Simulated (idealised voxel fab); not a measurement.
You're looking at the process module voxel ribs on slabs.
FYI the section here is cut, 270 nm wide, cells are 5 nm squares.
How to read a cross-section here: the picture is a grid of square cells, written as bands going from the top down, and any band can span one or more rows of cells.
Read a band's entry like this: the first values are the height of its top and the height of its bottom in nm, and what follows is the sequence of materials from left to right, each with its width in nm. Note that "air" is empty space, and that a single material marked "everywhere" reaches across the band from edge to edge.
A quick word on heights: they are counted from 0, and under that level the wafer as it came to us is one material throughout. The lowest band is different from the rest in having no bottom; it simply continues downward, written as in "0 -> down".
Top row gets the first number, bottom row gets the second, and each row in between changes by the same step: that is how a band width like "30->40" works.
It should be understood that the words "identical to before", when stated for a given step, signify that the cross-section underwent no change in any of its cells during that step.
Under "Sealed internal cavities" you'll find the enclosed gaps, the ones with no way out to the top, that are 8 cells or bigger; each reads width x height at distance, with distance counted from the left edge, everything in nm.
Step line, after settings: the simulator's comment on this step.
overlay nm: step with mask; distance mask lay right of planned place; negative value = left of planned place.
PLANNED PROCESS STEPS
1) RECEIVE | material Si
2) DIRECTIONAL_DEP | material SiO2 | thk nm 20
3) DIRECTIONAL_DEP | material polySi | thk nm 15
4) MASKED_ETCH | tone cover | mask id RIB | width nm 20 | etch materials polySi | depth nm 5 | overlay nm 0
5) DIRECTIONAL_DEP | material aC | thk nm 10
6) PATTERN | tone cover | mask id SLAB | material resist | width nm 50 | thk nm 25 | overlay nm 0
7) DIRECTIONAL_ETCH | etch materials aC | depth nm 10
8) STRIP | etch materials resist
9) DIRECTIONAL_ETCH | etch materials polySi | depth nm 10
10) STRIP | etch materials aC
11) FILL_DEP | material SiO2 | thk nm 25
12) CMP | height nm 50
13) DIRECTIONAL_DEP | material W | thk nm 5
14) DIRECTIONAL_DEP | material aC | thk nm 10
15) PATTERN | tone cover | mask id HEATER | material resist | width nm 30 | thk nm 30 | overlay nm 0
16) DIRECTIONAL_ETCH | etch materials aC | depth nm 10
17) STRIP | etch materials resist
18) DIRECTIONAL_ETCH | etch materials W | depth nm 5
19) STRIP | etch materials aC
20) CONFORMAL_DEP | material SiN | thk nm 10
THE FOLLOWING PERTAINS TO THE FIRST OF TWO WAFERS, WHICH WAS PROCESSED AS PLANNED
CROSS-SECTIONAL VIEW OF THE WAFER IN ITS AS-RECEIVED CONDITION, CORRESPONDING TO THE STATE AFTER STEP 1
- 0 -> down: Si everywhere
- Sealed internal cavities: none
ONCE STEP 2 IS THROUGH, THE WAFER LOOKS LIKE THIS IN CROSS-SECTION
- 20 -> 0: SiO2 everywhere
- Under 0: no change, same as before.
ONCE STEP 3 IS THROUGH, THE WAFER LOOKS LIKE THIS IN CROSS-SECTION
- 35 -> 20: polySi everywhere
- Under 20: no change, same as before.
ONCE STEP 4 IS THROUGH, THE WAFER LOOKS LIKE THIS IN CROSS-SECTION
- 35 -> 30: 125 of air  20 of polySi  125 of air
- Under 30: no change, same as before.
ONCE STEP 5 IS THROUGH, THE WAFER LOOKS LIKE THIS IN CROSS-SECTION
- 45 -> 40: 125 of air  20 of aC  125 of air
- 40 -> 35: aC everywhere
- 35 -> 30: 125 of aC  20 of polySi  125 of aC
- Under 30: no change, same as before.
ONCE STEP 6 IS THROUGH, THE WAFER LOOKS LIKE THIS IN CROSS-SECTION
- 70 -> 45: 110 of air  50 of resist  110 of air
- 45 -> 40: 110 of air  15 of resist  20 of aC  15 of resist  110 of air
- Under 40: no change, same as before.
ONCE STEP 7 IS THROUGH, THE WAFER LOOKS LIKE THIS IN CROSS-SECTION
- 60 -> 45: 110 of air  50 of resist  110 of air
- 45 -> 40: 110 of air  15 of resist  20 of aC  15 of resist  110 of air
- 40 -> 35: 110 of air  50 of aC  110 of air
- 35 -> 30: 110 of air  15 of aC  20 of polySi  15 of aC  110 of air
- Under 30: no change, same as before.
ONCE STEP 8 IS THROUGH, THE WAFER LOOKS LIKE THIS IN CROSS-SECTION
- 45 -> 35: 125->110 of air  20->50 of aC  125->110 of air
- Under 35: no change, same as before.
ONCE STEP 9 IS THROUGH, THE WAFER LOOKS LIKE THIS IN CROSS-SECTION
- 45 -> 35: 125->110 of air  20->50 of aC  125->110 of air
- 35 -> 30: 110 of air  15 of aC  20 of polySi  15 of aC  110 of air
- 30 -> 20: 110 of air  50 of polySi  110 of air
- Under 20: no change, same as before.
ONCE STEP 10 IS THROUGH, THE WAFER LOOKS LIKE THIS IN CROSS-SECTION
- 35 -> 30: 125 of air  20 of polySi  125 of air
- Under 30: no change, same as before.
ONCE STEP 11 IS THROUGH, THE WAFER LOOKS LIKE THIS IN CROSS-SECTION
- 60 -> 35: SiO2 everywhere
- 35 -> 30: 125 of SiO2  20 of polySi  125 of SiO2
- 30 -> 20: 110 of SiO2  50 of polySi  110 of SiO2
- Under 20: no change, same as before.
ONCE STEP 12 IS THROUGH, THE WAFER LOOKS LIKE THIS IN CROSS-SECTION
- 50 -> 35: SiO2 everywhere
- Under 35: no change, same as before.
ONCE STEP 13 IS THROUGH, THE WAFER LOOKS LIKE THIS IN CROSS-SECTION
- 55 -> 50: W everywhere
- Under 50: no change, same as before.
ONCE STEP 14 IS THROUGH, THE WAFER LOOKS LIKE THIS IN CROSS-SECTION
- 65 -> 55: aC everywhere
- Under 55: no change, same as before.
ONCE STEP 15 IS THROUGH, THE WAFER LOOKS LIKE THIS IN CROSS-SECTION
- 95 -> 65: 120 of air  30 of resist  120 of air
- Under 65: no change, same as before.
ONCE STEP 16 IS THROUGH, THE WAFER LOOKS LIKE THIS IN CROSS-SECTION
- 85 -> 65: 120 of air  30 of resist  120 of air
- 65 -> 55: 120 of air  30 of aC  120 of air
- Under 55: no change, same as before.
ONCE STEP 17 IS THROUGH, THE WAFER LOOKS LIKE THIS IN CROSS-SECTION
- 65 -> 55: 120 of air  30 of aC  120 of air
- Under 55: no change, same as before.
ONCE STEP 18 IS THROUGH, THE WAFER LOOKS LIKE THIS IN CROSS-SECTION
- 65 -> 55: 120 of air  30 of aC  120 of air
- 55 -> 50: 120 of air  30 of W  120 of air
- Under 50: no change, same as before.
ONCE STEP 19 IS THROUGH, THE WAFER LOOKS LIKE THIS IN CROSS-SECTION
- 55 -> 50: 120 of air  30 of W  120 of air
- Under 50: no change, same as before.
ONCE STEP 20 IS THROUGH, THE WAFER LOOKS LIKE THIS IN CROSS-SECTION
- 65 -> 60: 110 of air  50 of SiN  110 of air
- 60 -> 55: SiN everywhere
- 55 -> 50: 120 of SiN  30 of W  120 of SiN
- Under 50: no change, same as before.
SECOND WAFER (IDENTICAL START AND PLAN, ONE PROCESSING ERROR; MATCHES FIRST WAFER THROUGH STEP 19)
THE SECOND WAFER CUT THROUGH, AT THE TIME STEP 20 WAS SUPPOSED TO BE FINISHED
- 60 -> 55: 115 of air  40 of SiN  115 of air
- 55 -> 50: 120 of SiN  30 of W  120 of SiN
- Under 50: no change, same as before.
Here's what went sideways: step 20, actual vs plan mismatch, actual run CONFORMAL_DEP | material SiN | thk nm 5
Final comparison by cell count, materials where the second wafer has more or fewer than the first: SiN: 56 fewer
